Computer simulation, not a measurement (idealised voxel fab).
This is a process module. Its name is voxel lift off.
Square cell edge 5 nm, section width 295 nm, ID cut.
If you're reading a cross-section in this doc, picture square cells in a grid; it comes to you as bands, top ones listed first down to the bottom, and a band can be one or more rows of cells. Top height, bottom height, nm. Materials left to right, width each, nm. Single material + "full width" = fills band edge to edge. "air" = empty. Height reference: 0 = level under which incoming wafer is all one material. Lowest band: no bottom, runs on downward, e.g. "0..down". Note: "30..40" means the width goes from the first number (top row of the band) to the second number (bottom row) in equal steps per row of cells. Basically "changes: none" means that step didn't change any cell in the cross-section. "Sealed internal cavities" specifies each empty space that is not open to the top and that occupies no fewer than 8 cells, using the form width x height at distance, the distance measured from the left edge and all three quantities in nm. Anything after a step's settings on that line? It's the simulator's own note about the step. Steps that use a mask can have "overlay nm" on their line. It says how far the mask sat to the right of where it was meant to be. Negative means to the left.

Process steps foreseen in the plan
1: RECEIVE,material Si
2: CONFORMAL_DEP,material SiO2,thk nm 5
3: PATTERN,tone open,mask id LINES,material resist,width nm 20,pitch nm 40,thk nm 30,overlay nm 0
4: DIRECTIONAL_DEP,material Ru,thk nm 15
5: STRIP,etch materials resist
6: CONFORMAL_DEP,material SiN,thk nm 5

Cross-section of the wafer at receipt, which is the condition after step 1
    0..down = Si full width
    Sealed internal cavities: none

Post-module cross-section: identical start and plan to those above, one misstep in execution
    25..20 = 120 of SiN, then 10 of air, then 30 of SiN, then 10 of air, then 125 of SiN
    20..10 = 115 of Ru, then 5 of SiN, then 10 of air, then 5 of SiN, then 20 of Ru, then 5 of SiN, then 10 of air, then 5 of SiN, then 120 of Ru
    10..5 = 115 of Ru, then 20 of SiN, then 20 of Ru, then 20 of SiN, then 120 of Ru
    5..0 = SiO2 full width
    0..down = Si full width
    Sealed internal cavities: none
Which mistake was made when the wafer was run? step 3 ran as: PATTERN,tone cover,mask id LINES,material resist,width nm 20,pitch nm 40,thk nm 30,overlay nm 0
